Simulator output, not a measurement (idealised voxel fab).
voxel tone inversion: a process module
cross-section cut | 235 nm wide | cells 5 nm
Each cross-section below is a grid of square cells, stated as bands in top-down order, with one or more rows of cells making up each band.
Band: top height; bottom height; in nm. Then, left to right: material with width in nm, for each material. "all across": a single material spanning edge to edge. "blank": empty space.
For the purposes of this specification, 0 denotes the height below which the wafer in its as-received condition is composed wholly of one material, and the lowermost band, lacking a lower limit, extends downward without end, as expressed in "z 0 and below".
With a width like "30..40", each row of cells in the band differs from the next by the same amount, the top row carrying the first number and the bottom row the second.
"everything unchanged" means the step left every cell of the cross-section as it was.
"Closed voids list" contains a list of empty spaces, each no smaller than 8 cells and without an open way to the top, written in the form width x height at distance with the distance from the left edge and all three in nm.
On each step's line, the part that comes after the settings is the simulator's own comment on the step.
Regarding "overlay nm": on a step with a mask, it is the distance the mask lay to the right of its planned place; a negative value places it to the left.
## Listed below are the process steps as planned
1 RECEIVE with material Si
2 CONFORMAL_DEP with material SiCN, thk nm 5
3 DIRECTIONAL_DEP with material aC, thk nm 25
4 PATTERN with tone cover, mask id POSTS, material resist, width nm 20, pitch nm 45, thk nm 35, overlay nm 0
5 DIRECTIONAL_ETCH with etch materials aC, depth nm 25
6 STRIP with etch materials resist
7 FILL_DEP with material lowk, thk nm 10
8 CMP with height nm 30
9 STRIP with etch materials aC
10 CONFORMAL_DEP with material TiN, thk nm 5
11 FILL_DEP with material Ru, thk nm 10
12 CMP with height nm 30
13 CONFORMAL_DEP with material SiCN, thk nm 5
## Wafer at receipt (post step 1), cross-section
  z 0 and below | Si all across
  Closed voids list: none
## Starting wafer: above. Plan: above. Run: one mistake. Cross-section after the module: below
  z 35 to 30 | SiCN all across
  z 30 to 10 | lowk: 50 / TiN: 5 / Ru: 10 / TiN: 5 / lowk: 25 / TiN: 5 / Ru: 10 / TiN: 5 / lowk: 25 / TiN: 5 / Ru: 10 / TiN: 5 / lowk: 75
  z 10 to 5 | lowk: 50 / TiN: 20 / lowk: 25 / TiN: 20 / lowk: 25 / TiN: 20 / lowk: 75
  z 5 to 0 | SiCN all across
  z 0 and below | Si all across
  Closed voids list: none
In executing the process, a mistake was made relative to the plan: step 4: run off-plan, actual operation and settings PATTERN with tone cover, mask id POSTS, material resist, width nm 20, pitch nm 45, thk nm 35, overlay nm -10
